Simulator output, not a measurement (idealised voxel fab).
process module | voxel ribs on slabs
Displayed cross-section: cut, width of 240 nm, square cells sized 5 nm.
How to read a cross-section here: the picture is a grid of square cells, written as bands going from the top down, and any band can span one or more rows of cells.
Per band: top height and bottom height in nm, followed by the left-to-right materials and their widths in nm; "all across" marks a single material spanning edge to edge, "empty" marks empty space.
Below 0: as-received wafer, all one material; heights counted from there. Lowest band: no bottom, goes on down, written "0 nm and below".
With a width like "30->40", each row of cells in the band differs from the next by the same amount, the top row carrying the first number and the bottom row the second.
Basically "nothing was modified" means that step didn't change any cell in the cross-section.
Basically, "Voids lacking openings" tells you about the enclosed voids: empty spaces with no open way to the top, 8 cells or bigger, each written width x height at distance, where distance is from the left edge, all in nm.
after a step's settings: what the simulator itself notes on the step
The optional step-line setting "overlay nm" applies to steps with a mask and quantifies how far to the right of its planned location the mask lay, a negative value indicating leftward placement.
[Set out below are the planned steps of the process]
| 1 | RECEIVE: material Si |
| 2 | DIRECTIONAL_DEP: material SiO2, thk nm 30 |
| 3 | DIRECTIONAL_DEP: material SiN, thk nm 20 |
| 4 | MASKED_ETCH: tone cover, mask id RIB, width nm 30, etch materials SiN, depth nm 10, overlay nm 0 |
| 5 | PATTERN: tone cover, mask id SLAB, material resist, width nm 60, thk nm 20, overlay nm 0 |
| 6 | DIRECTIONAL_ETCH: etch materials SiN, depth nm 10 |
| 7 | STRIP: etch materials resist |
| 8 | FILL_DEP: material SiO2, thk nm 20 |
| 9 | CMP: height nm 60 |
| 10 | DIRECTIONAL_DEP: material TiN, thk nm 10 |
| 11 | MASKED_ETCH: tone cover, mask id HEATER, width nm 40, etch materials TiN, depth nm 10, overlay nm 0 |
| 12 | CONFORMAL_DEP: material SiO2, thk nm 5 |
[Received-state cross-section, reflecting completion of step 1]
    0 nm and below = Si all across
    Voids lacking openings: none
[Wafer cross-section at end of module: start and plan as shown above, one execution error]
    75 nm to 70 nm = empty (95) | SiO2 (50) | empty (95)
    70 nm to 65 nm = empty (95) | SiO2 (5) | TiN (40) | SiO2 (5) | empty (95)
    65 nm to 60 nm = SiO2 (100) | TiN (40) | SiO2 (100)
    60 nm to 50 nm = SiO2 (90) | SiN (60) | SiO2 (90)
    50 nm to 30 nm = SiN all across
    30 nm to 0 nm = SiO2 all across
    0 nm and below = Si all across
    Voids lacking openings: none
Which mistake was made when the wafer was run? the plan's step 3 ran twice
